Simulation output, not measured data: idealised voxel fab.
process module | voxel double patterning
cross-section cut | 265 nm wide | cells 5 nm
A cross-section is a grid of square cells, given in bands from the top down. A band is one or more rows of cells.
Each band's line starts with the height of the band's top and of its bottom, in nm. Then come its materials from left to right, each with its width in nm. One material with "throughout" fills the band from edge to edge. "air" is empty space.
Height 0 is the level under which the wafer as received is all one material. The lowest band goes on downwards, as in "0 down".
A width such as "30 to 40" changes by the same amount from each row of cells to the next, from the band's top row to its bottom row.
"no change" after a step means that no cell of the cross-section changed.
closed voids: empty space of 8 cells or more with no open way to the top, each as width x height at its distance from the left edge, in nm
after a step's settings: what the simulator itself notes on the step
overlay nm, on a step with a mask: how far to the right of its planned place the mask lay; to the left if negative
plan
1 op RECEIVE | material Si
2 op CONFORMAL_DEP | material SiO2 | thk nm 5
3 op DIRECTIONAL_DEP | material W | thk nm 5
4 op DIRECTIONAL_DEP | material SiCN | thk nm 10
5 op PATTERN | tone open | mask id FIRST | material resist | width nm 15 | pitch nm 50 | thk nm 20 | overlay nm 0
6 op DIRECTIONAL_ETCH | etch materials SiCN | depth nm 10
7 op STRIP | etch materials resist
8 op MASKED_ETCH | tone open | mask id SECOND | width nm 15 | pitch nm 50 | etch materials SiCN | depth nm 10 | overlay nm 0
9 op DIRECTIONAL_ETCH | etch materials W | depth nm 15
10 op STRIP | etch materials SiCN
varied across the wafers: thk nm of step 3. The plan shows the first wafer's value. All wafers start alike
first wafer as received, after step 1
  0 down: Si throughout
  closed voids: none
first wafer at the end, after step 10
  10 to 5: W 75 | air 15 | W 10 | air 15 | W 10 | air 15 | W 10 | air 15 | W 10 | air 15 | W 75
  5 to 0: SiO2 throughout
  0 down: Si throughout
  closed voids: none
last wafer at the end
  35 to 20: W 75 | air 15 | W 10 | air 15 | W 10 | air 15 | W 10 | air 15 | W 10 | air 15 | W 75
  20 to 5: W throughout
  5 to 0: SiO2 throughout
  0 down: Si throughout
  closed voids: none
each wafer at the end: cells of each material gained (+) or lost (-) since it was received, then its closed voids
thk nm 5 | +53 SiO2 | +38 W | closed voids: none
thk nm 10 | +53 SiO2 | +76 W | closed voids: none
thk nm 15 | +53 SiO2 | +114 W | closed voids: none
thk nm 20 | +53 SiO2 | +167 W | closed voids: none
thk nm 25 | +53 SiO2 | +220 W | closed voids: none
thk nm 30 | +53 SiO2 | +273 W | closed voids: none
